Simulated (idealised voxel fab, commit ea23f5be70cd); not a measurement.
process module | voxel transistor to metal
cross-section cut | 160 nm wide | cells 5 nm
A cross-section is a grid of square cells, given in bands from the top down. A band is one or more rows of cells.
Each band's line starts with the height of the band's top and of its bottom, in nm. Then come its materials from left to right, each with its width in nm. One material with "throughout" fills the band from edge to edge. "air" is empty space.
Height 0 is the level under which the wafer as received is all one material. The lowest band goes on downwards, as in "0 down".
A width such as "30 to 40" changes by the same amount from each row of cells to the next, from the band's top row to its bottom row.
"no change" after a step means that no cell of the cross-section changed.
closed voids: empty space of 8 cells or more with no open way to the top, each as width x height at its distance from the left edge, in nm
after a step's settings: what the simulator itself notes on the step
overlay nm, on a step with a mask: how far to the right of its planned place the mask lay; to the left if negative
plan
1 op RECEIVE | material Si
2 op CONFORMAL_DEP | material SiO2 | thk nm 5
3 op CONFORMAL_DEP | material SiN | thk nm 10
4 op PATTERN | tone cover | mask id ACTIVE | material resist | width nm 100 | thk nm 20 | overlay nm 0
5 op DIRECTIONAL_ETCH | etch materials SiN | depth nm 10
6 op DIRECTIONAL_ETCH | etch materials SiO2 | depth nm 5
7 op DIRECTIONAL_ETCH | etch materials Si | depth nm 30
8 op STRIP | etch materials resist
9 op OXIDIZE | depth nm 5
10 op FILL_DEP | material SiO2 | thk nm 15
11 op CMP | height nm 15
12 op SELECTIVE_ETCH | etch materials SiO2 | depth nm 5
13 op STRIP | etch materials SiN
14 op SELECTIVE_ETCH | etch materials SiO2 | depth nm 5
15 op OXIDIZE | depth nm 5
16 op DIRECTIONAL_DEP | material polySi | thk nm 25
17 op DIRECTIONAL_DEP | material SiCN | thk nm 15
18 op DIRECTIONAL_DEP | material aC | thk nm 15
19 op PATTERN | tone cover | mask id GATE | material resist | width nm 30 | thk nm 30 | overlay nm 0
20 op DIRECTIONAL_ETCH | etch materials aC | depth nm 15
21 op STRIP | etch materials resist
22 op DIRECTIONAL_ETCH | etch materials SiCN | depth nm 25
23 op DIRECTIONAL_ETCH | etch materials polySi | depth nm 35
24 op STRIP | etch materials aC
25 op CONFORMAL_DEP | material SiN | thk nm 5
26 op DIRECTIONAL_ETCH | etch materials SiN | depth nm 5
27 op DIRECTIONAL_ETCH | etch materials SiO2 | depth nm 5
28 op DIRECTIONAL_ETCH | etch materials Si | depth nm 15
29 op EPI | material pSi | thk nm 15
30 op FILL_DEP | material SiO2 | thk nm 10
31 op CMP | height nm 25
32 op STRIP | etch materials polySi
33 op SELECTIVE_ETCH | etch materials SiO2 | depth nm 5
34 op CONFORMAL_DEP | material HfO2 | thk nm 5
35 op CONFORMAL_DEP | material TiN | thk nm 5
36 op FILL_DEP | material W | thk nm 5
37 op CMP | height nm 20
38 op DIRECTIONAL_DEP | material SiO2 | thk nm 10
39 op MASKED_ETCH | tone open | mask id CONTACT | width nm 15 | pitch nm 75 | etch materials SiO2 | depth nm 35 | overlay nm 0
40 op CONFORMAL_DEP | material TiN | thk nm 5
41 op FILL_DEP | material Ru | thk nm 5
42 op CMP | height nm 30
43 op CONFORMAL_DEP | material SiN | thk nm 5
44 op DIRECTIONAL_DEP | material SiO2 | thk nm 25
45 op PATTERN | tone open | mask id METAL_1 | material resist | width nm 15 | pitch nm 75 | thk nm 20 | overlay nm 0
46 op DIRECTIONAL_ETCH | etch materials SiO2 | depth nm 25
47 op DIRECTIONAL_ETCH | etch materials SiN | depth nm 5
48 op STRIP | etch materials resist
49 op CONFORMAL_DEP | material TiN | thk nm 5
50 op FILL_DEP | material Cu | thk nm 10
51 op CMP | height nm 60
52 op EPI | material Ru | thk nm 5
53 op FILL_DEP | material SiCN | thk nm 5
as received, after step 1
  0 down: Si throughout
  closed voids: none
a wafer at the end: this start, this plan, one mistake
  70 to 65: SiCN throughout
  65 to 60: SiCN 30 | Ru 25 | SiCN 50 | Ru 25 | SiCN 30
  60 to 35: SiO2 35 | TiN 5 | Cu 5 | TiN 5 | SiO2 60 | TiN 5 | Cu 5 | TiN 5 | SiO2 35
  35 to 30: SiN 35 | TiN 15 | SiN 60 | TiN 15 | SiN 35
  30 to 20: SiO2 35 | TiN 5 | Ru 5 | TiN 5 | SiO2 60 | TiN 5 | Ru 5 | TiN 5 | SiO2 35
  20 to 15: SiO2 35 | TiN 5 | Ru 5 | TiN 5 | SiO2 10 | SiN 5 | HfO2 5 | TiN 5 | W 10 | TiN 5 | HfO2 5 | SiN 5 | SiO2 10 | TiN 5 | Ru 5 | TiN 5 | SiO2 35
  15 to 10: SiO2 35 | TiN 15 | SiO2 10 | SiN 5 | HfO2 5 | TiN 5 | W 10 | TiN 5 | HfO2 5 | SiN 5 | SiO2 10 | TiN 15 | SiO2 35
  10 to 5: SiO2 35 | TiN 10 | pSi 15 | SiN 5 | HfO2 5 | TiN 5 | W 10 | TiN 5 | HfO2 5 | SiN 5 | pSi 15 | TiN 10 | SiO2 35
  5 to 0: SiO2 25 | SiN 5 | SiO2 5 | TiN 10 | pSi 15 | SiN 5 | HfO2 5 | TiN 20 | HfO2 5 | SiN 5 | pSi 15 | TiN 10 | SiO2 5 | SiN 5 | SiO2 25
  0 to -5: SiO2 35 | TiN 10 | pSi 15 | HfO2 40 | pSi 15 | TiN 10 | SiO2 35
  -5 to -20: SiO2 45 | pSi 15 | Si 40 | pSi 15 | SiO2 45
  -20 to -35: SiO2 35 | pSi 25 | Si 40 | pSi 25 | SiO2 35
  -35 down: Si throughout
  closed voids: none
what went wrong: step 28 was run twice
